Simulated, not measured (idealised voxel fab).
process module | voxel wiring stack
Section cut is 170 nm wide and gridded with 5 nm square cells.
Each cross-section below is a grid of square cells, stated as bands in top-down order, with one or more rows of cells making up each band.
Heads up on the band format: heights come first, top then bottom, in nm. After that it's the materials left to right, each with its width in nm. A single material flagged "full width" fills the whole band edge to edge, and "blank" means there's empty space there.
For the purposes of this specification, 0 denotes the height below which the wafer in its as-received condition is composed wholly of one material, and the lowermost band, lacking a lower limit, extends downward without end, as expressed in "z 0 and below".
The expression "30->40" gives the width at the extremes of the band, the first number at its top row of cells and the second at its bottom row, with the width changing by equal amounts from each row to the next in between.
For the purposes of this document, the phrase "no alterations made" attached to a step denotes that no cell within the cross-section was modified by that step.
Empty spaces counting at least 8 cells and having no open way to the top are listed in "Closed void table". The notation width x height at distance is used for each, the distance being from the left edge and all three values in nm.
Read whatever lies past the settings on a step's line as the simulator's own remark about the step.
overlay nm, on a step with a mask: how far to the right of its planned place the mask lay; to the left if negative
The planned process steps are enumerated hereunder:
1 RECEIVE [material Si]
2 CONFORMAL_DEP [material SiO2] [thk nm 10]
3 CONFORMAL_DEP [material SiN] [thk nm 5]
4 DIRECTIONAL_DEP [material lowk] [thk nm 15]
5 PATTERN [tone open] [mask id METAL_1] [material resist] [width nm 20] [pitch nm 35] [thk nm 20] [overlay nm 0]
6 DIRECTIONAL_ETCH [etch materials lowk] [depth nm 15]
7 DIRECTIONAL_ETCH [etch materials SiN] [depth nm 5]
8 STRIP [etch materials resist]
9 CONFORMAL_DEP [material TiN] [thk nm 5]
10 FILL_DEP [material Ru] [thk nm 10]
11 CMP [height nm 30]
12 EPI [material Ru] [thk nm 5]
13 FILL_DEP [material SiCN] [thk nm 5]
14 DIRECTIONAL_DEP [material SiO2] [thk nm 10]
15 DIRECTIONAL_DEP [material aC] [thk nm 15]
16 PATTERN [tone open] [mask id PLUG_1] [material resist] [width nm 15] [pitch nm 35] [thk nm 35] [overlay nm 0]
17 DIRECTIONAL_ETCH [etch materials aC] [depth nm 15]
18 STRIP [etch materials resist]
19 DIRECTIONAL_ETCH [etch materials SiO2] [depth nm 10]
20 DIRECTIONAL_ETCH [etch materials SiCN] [depth nm 5]
21 STRIP [etch materials aC]
22 EPI [material Ru] [thk nm 10]
23 EPI [material Ru] [thk nm 5]
24 CONFORMAL_DEP [material SiN] [thk nm 5]
25 DIRECTIONAL_DEP [material lowk] [thk nm 15]
26 MASKED_ETCH [tone open] [mask id METAL_2] [width nm 20] [pitch nm 35] [etch materials lowk] [depth nm 15] [overlay nm 0]
27 MASKED_ETCH [tone open] [mask id METAL_2] [width nm 20] [pitch nm 35] [etch materials SiN] [depth nm 5] [overlay nm 0]
28 CONFORMAL_DEP [material TiN] [thk nm 5]
29 FILL_DEP [material W] [thk nm 5]
30 CMP [height nm 70]
31 EPI [material Ru] [thk nm 5]
32 FILL_DEP [material SiCN] [thk nm 5]
33 DIRECTIONAL_DEP [material SiO2] [thk nm 30]
34 MASKED_ETCH [tone open] [mask id METAL_3] [width nm 20] [pitch nm 35] [etch materials SiO2] [depth nm 15] [overlay nm 0]
35 PATTERN [tone open] [mask id METAL_3_HOLES] [material resist] [width nm 15] [pitch nm 35] [thk nm 15] [overlay nm 0]
36 DIRECTIONAL_ETCH [etch materials SiO2] [depth nm 15]
37 DIRECTIONAL_ETCH [etch materials SiCN] [depth nm 5]
38 STRIP [etch materials resist]
39 CONFORMAL_DEP [material TiN] [thk nm 5]
40 FILL_DEP [material Ru] [thk nm 10]
41 CMP [height nm 110]
42 CONFORMAL_DEP [material SiN] [thk nm 5]
Wafer as received: cross-section following step 1:
- z 0 and below = Si full width
- Closed void table: none
Cross-section, end of module. Start: as above. Plan: as above. Execution: one mistake:
- z 115 to 110 = SiN full width
- z 110 to 105 = SiCN (20); TiN (15); SiCN (20); TiN (15); SiCN (20); TiN (15); SiCN (20); TiN (15); SiCN (30)
- z 105 to 100 = SiCN (15); SiO2 (30); SiCN (5); SiO2 (30); SiCN (5); SiO2 (30); SiCN (5); SiO2 (30); SiCN (20)
- z 100 to 75 = SiO2 full width
- z 75 to 70 = SiO2 (15); Ru (30); SiO2 (5); Ru (30); SiO2 (5); Ru (30); SiO2 (5); Ru (30); SiO2 (20)
- z 70 to 55 = lowk (20); TiN (5); W (10); TiN (5); lowk (15); TiN (5); W (10); TiN (5); lowk (15); TiN (5); W (10); TiN (5); lowk (15); TiN (5); W (10); TiN (5); lowk (25)
- z 55 to 50 = SiN (20); TiN (20); SiN (15); TiN (20); SiN (15); TiN (20); SiN (15); TiN (20); SiN (25)
- z 50 to 40 = SiO2 (20); Ru (15); SiO2 (20); Ru (15); SiO2 (20); Ru (15); SiO2 (20); Ru (15); SiO2 (30)
- z 40 to 30 = SiCN (20->15); Ru (15->30); SiCN (20->5); Ru (15->30); SiCN (20->5); Ru (15->30); SiCN (20->5); Ru (15->30); SiCN (30->20)
- z 30 to 15 = lowk (20); TiN (5); Ru (10); TiN (5); lowk (15); TiN (5); Ru (10); TiN (5); lowk (15); TiN (5); Ru (10); TiN (5); lowk (15); TiN (5); Ru (10); TiN (5); lowk (25)
- z 15 to 10 = SiN (20); TiN (20); SiN (15); TiN (20); SiN (15); TiN (20); SiN (15); TiN (20); SiN (25)
- z 10 to 0 = SiO2 full width
- z 0 and below = Si full width
- Closed void table: none
Error vs. plan: step 32 ran in the slot meant for step 33, and vice versa
